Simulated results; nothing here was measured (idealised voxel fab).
Documented hereafter: the process module known as voxel self aligned vias.
Displayed cross-section: cut, width of 220 nm, square cells sized 5 nm.
Reading order for cross-sections: top band down to bottom band. Underlying form: a grid of square cells. Band size: one or more rows of cells. Each band's line starts with the height of the band's top and of its bottom, in nm. Then come its materials from left to right, each with its width in nm. One material with "throughout" fills the band from edge to edge. "empty" is empty space. A quick word on heights: they are counted from 0, and under that level the wafer as it came to us is one material throughout. The lowest band is different from the rest in having no bottom; it simply continues downward, written as in "0 down". Note: "30 to 40" means the width goes from the first number (top row of the band) to the second number (bottom row) in equal steps per row of cells. It should be understood that the words "nothing was modified", when stated for a given step, signify that the cross-section underwent no change in any of its cells during that step. The label "Closed void entries" introduces a list of the empty spaces, 8 cells or larger, that have no open way up to the top; each entry in it reads width x height at distance, where the distance is taken from the left edge and all three are stated in nm. What comes after the settings on a step's line is commentary from the simulator itself on that step. A step's line can hold "overlay nm"; with a mask on that step, the setting says how far right of the planned place the mask lay, while a negative setting says it lay to the left.

**Below is the list of planned process steps**
1) RECEIVE, material Si
2) CONFORMAL_DEP, material SiO2, thk nm 10
3) CONFORMAL_DEP, material SiCN, thk nm 5
4) DIRECTIONAL_DEP, material SiO2, thk nm 20
5) MASKED_ETCH, tone open, mask id LINES, width nm 20, pitch nm 60, etch materials SiO2, depth nm 20, overlay nm 0
6) CONFORMAL_DEP, material TiN, thk nm 5
7) FILL_DEP, material W, thk nm 5
8) CMP, height nm 35
9) SELECTIVE_ETCH, etch materials W Ru TiN, depth nm 10
10) FILL_DEP, material SiN, thk nm 5
11) CMP, height nm 35
12) DIRECTIONAL_DEP, material SiO2, thk nm 15
13) DIRECTIONAL_DEP, material aC, thk nm 15
14) PATTERN, tone open, mask id VIAS, material resist, width nm 40, pitch nm 120, thk nm 30, overlay nm 0
15) DIRECTIONAL_ETCH, etch materials aC, depth nm 15
16) STRIP, etch materials resist
17) DIRECTIONAL_ETCH, etch materials SiO2, depth nm 15
18) DIRECTIONAL_ETCH, etch materials SiN, depth nm 10
19) STRIP, etch materials aC
20) CONFORMAL_DEP, material TiN, thk nm 5
21) FILL_DEP, material W, thk nm 5
22) CMP, height nm 50
23) CONFORMAL_DEP, material SiCN, thk nm 5

**as received, after step 1**
- 0 down  Si throughout
- Closed void entries: none

**End state of the module in cross-section, given the above starting point and plan and one mistake in execution**
- 55 to 50  SiCN throughout
- 50 to 40  SiO2 (25), then TiN (5), then W (30), then TiN (5), then SiO2 (80), then TiN (5), then W (30), then TiN (5), then SiO2 (35)
- 40 to 35  SiO2 (25), then TiN (20), then W (10), then TiN (10), then SiO2 (80), then TiN (20), then W (10), then TiN (10), then SiO2 (35)
- 35 to 30  SiO2 (40), then TiN (5), then W (10), then TiN (5), then SiO2 (40), then SiN (20), then SiO2 (40), then TiN (5), then W (10), then TiN (5), then SiO2 (40)
- 30 to 25  SiO2 (40), then TiN (20), then SiO2 (40), then SiN (20), then SiO2 (40), then TiN (20), then SiO2 (40)
- 25 to 20  SiO2 (40), then TiN (5), then W (10), then TiN (5), then SiO2 (40), then TiN (5), then W (10), then TiN (5), then SiO2 (40), then TiN (5), then W (10), then TiN (5), then SiO2 (40)
- 20 to 15  SiO2 (40), then TiN (20), then SiO2 (40), then TiN (20), then SiO2 (40), then TiN (20), then SiO2 (40)
- 15 to 10  SiCN throughout
- 10 to 0  SiO2 throughout
- 0 down  Si throughout
- Closed void entries: none
Short version of what went wrong: step 14 was run on a setting that differed from the plan, and what really ran there is PATTERN, tone open, mask id VIAS, material resist, width nm 40, pitch nm 120, thk nm 30, overlay nm -5
